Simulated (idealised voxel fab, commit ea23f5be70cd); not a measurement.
The following is a process module called voxel capacitor over wiring.
Section shown: cut. Width: 185 nm. Cell size: 5 nm, square.
Square cells in a grid make up a cross-section in this document, and the grid is given as bands, listed from the top down, each one or more rows of cells.
Quick guide to a band line: top height, bottom height (nm) up front; then every material left to right with its width in nm. Only one material and it's marked "edge to edge"? Then it fills the band edge to edge. And "blank" just means empty space.
Heights from 0 (as-received wafer is one material below). Bottom band endless downward, as "0 -> down".
Read "30->40" as a graded width: first number on top, second number at the bottom, same change between each pair of neighbouring rows.
"nothing got changed" -> step changed no cross-section cell.
Any empty space of 8 cells or more lacking an open way to the top shows up in "Enclosed void list" as width x height at distance, distance from the left edge, in nm.
What comes after the settings on a step's line is commentary from the simulator itself on that step.
overlay nm: for a step with a mask, the amount by which the mask lay right of where it was planned; a negative amount means left of it.

This section lists the process steps that were planned:
1: RECEIVE [material Si]
2: CONFORMAL_DEP [material SiO2] [thk nm 10]
3: CONFORMAL_DEP [material SiCN] [thk nm 5]
4: DIRECTIONAL_DEP [material lowk] [thk nm 15]
5: MASKED_ETCH [tone open] [mask id METAL_1] [width nm 30] [pitch nm 85] [etch materials lowk] [depth nm 15] [overlay nm 0]
6: MASKED_ETCH [tone open] [mask id METAL_1] [width nm 30] [pitch nm 85] [etch materials SiCN] [depth nm 5] [overlay nm 0]
7: CONFORMAL_DEP [material TiN] [thk nm 5]
8: FILL_DEP [material Cu] [thk nm 5]
9: CMP [height nm 30]
10: CONFORMAL_DEP [material SiCN] [thk nm 5]
11: DIRECTIONAL_DEP [material SiO2] [thk nm 10]
12: PATTERN [tone open] [mask id PLUG_1] [material resist] [width nm 15] [thk nm 20] [overlay nm 0]
13: DIRECTIONAL_ETCH [etch materials SiO2] [depth nm 10]
14: DIRECTIONAL_ETCH [etch materials SiCN] [depth nm 5]
15: STRIP [etch materials resist]
16: CONFORMAL_DEP [material TiN] [thk nm 5]
17: FILL_DEP [material Cu] [thk nm 5]
18: CMP [height nm 45]
19: DIRECTIONAL_DEP [material TiN] [thk nm 5]
20: DIRECTIONAL_DEP [material SiN] [thk nm 5]
21: DIRECTIONAL_DEP [material TiN] [thk nm 5]
22: PATTERN [tone cover] [mask id UPPER_PLATE] [material resist] [width nm 60] [thk nm 20] [overlay nm 0]
23: DIRECTIONAL_ETCH [etch materials TiN] [depth nm 5]
24: DIRECTIONAL_ETCH [etch materials SiN] [depth nm 5]
25: STRIP [etch materials resist]
26: PATTERN [tone cover] [mask id LOWER_PLATE] [material resist] [width nm 70] [thk nm 20] [overlay nm 0]
27: DIRECTIONAL_ETCH [etch materials TiN] [depth nm 5]
28: STRIP [etch materials resist]
29: FILL_DEP [material SiO2] [thk nm 20]
30: CMP [height nm 75]
31: MASKED_ETCH [tone open] [mask id PLUG_2] [width nm 15] [etch materials SiO2] [depth nm 15] [overlay nm 0]
32: CONFORMAL_DEP [material TiN] [thk nm 5]
33: FILL_DEP [material Ru] [thk nm 5]
34: CMP [height nm 75]
35: CONFORMAL_DEP [material SiCN] [thk nm 5]

Cross-section of the wafer upon arrival, representing the state reached after step 1:
> 0 -> down  Si edge to edge
> Enclosed void list: none

Cross-section, first of two wafers, end of module, run as planned:
> 80 -> 75  SiCN edge to edge
> 75 -> 65  SiO2: 60, then TiN: 5, then Ru: 5, then TiN: 5, then SiO2: 110
> 65 -> 55  SiO2: 60->50, then TiN: 15->60, then SiO2: 110->75
> 55 -> 50  SiO2: 50, then SiN: 60, then SiO2: 75
> 50 -> 45  SiO2: 45, then TiN: 70, then SiO2: 70
> 45 -> 35  SiO2: 50, then TiN: 5, then Cu: 5, then TiN: 5, then SiO2: 120
> 35 -> 30  SiCN: 50, then TiN: 15, then SiCN: 120
> 30 -> 15  lowk: 35, then TiN: 5, then Cu: 20, then TiN: 5, then lowk: 55, then TiN: 5, then Cu: 20, then TiN: 5, then lowk: 35
> 15 -> 10  SiCN: 35, then TiN: 30, then SiCN: 55, then TiN: 30, then SiCN: 35
> 10 -> 0  SiO2 edge to edge
> 0 -> down  Si edge to edge
> Enclosed void list: none

Same start, same plan as the first wafer - but one mistake in the run. Cross-section of the second of the two at the end of the module:
> 80 -> 75  SiCN edge to edge
> 75 -> 65  SiO2: 60, then TiN: 5, then Ru: 5, then TiN: 5, then SiO2: 110
> 65 -> 55  SiO2: 60->50, then TiN: 15->60, then SiO2: 110->75
> 55 -> 50  SiO2: 50, then SiN: 60, then SiO2: 75
> 50 -> 45  SiO2: 45, then TiN: 70, then SiO2: 70
> 45 -> 35  Cu: 45, then TiN: 5, then SiO2: 15, then TiN: 5, then Cu: 115
> 35 -> 30  TiN: 50, then SiCN: 15, then TiN: 120
> 30 -> 15  lowk: 35, then TiN: 5, then Cu: 20, then TiN: 5, then lowk: 55, then TiN: 5, then Cu: 20, then TiN: 5, then lowk: 35
> 15 -> 10  SiCN: 35, then TiN: 30, then SiCN: 55, then TiN: 30, then SiCN: 35
> 10 -> 0  SiO2 edge to edge
> 0 -> down  Si edge to edge
> Enclosed void list: none
So what did we get wrong on this run? so step 12 ended up running with a different setting than we planned, it ran as PATTERN [tone cover] [mask id PLUG_1] [material resist] [width nm 15] [thk nm 20] [overlay nm 0]
Cell-count delta at end, second wafer over first, by material: Cu +62; SiCN -31; SiO2 -62; TiN +31
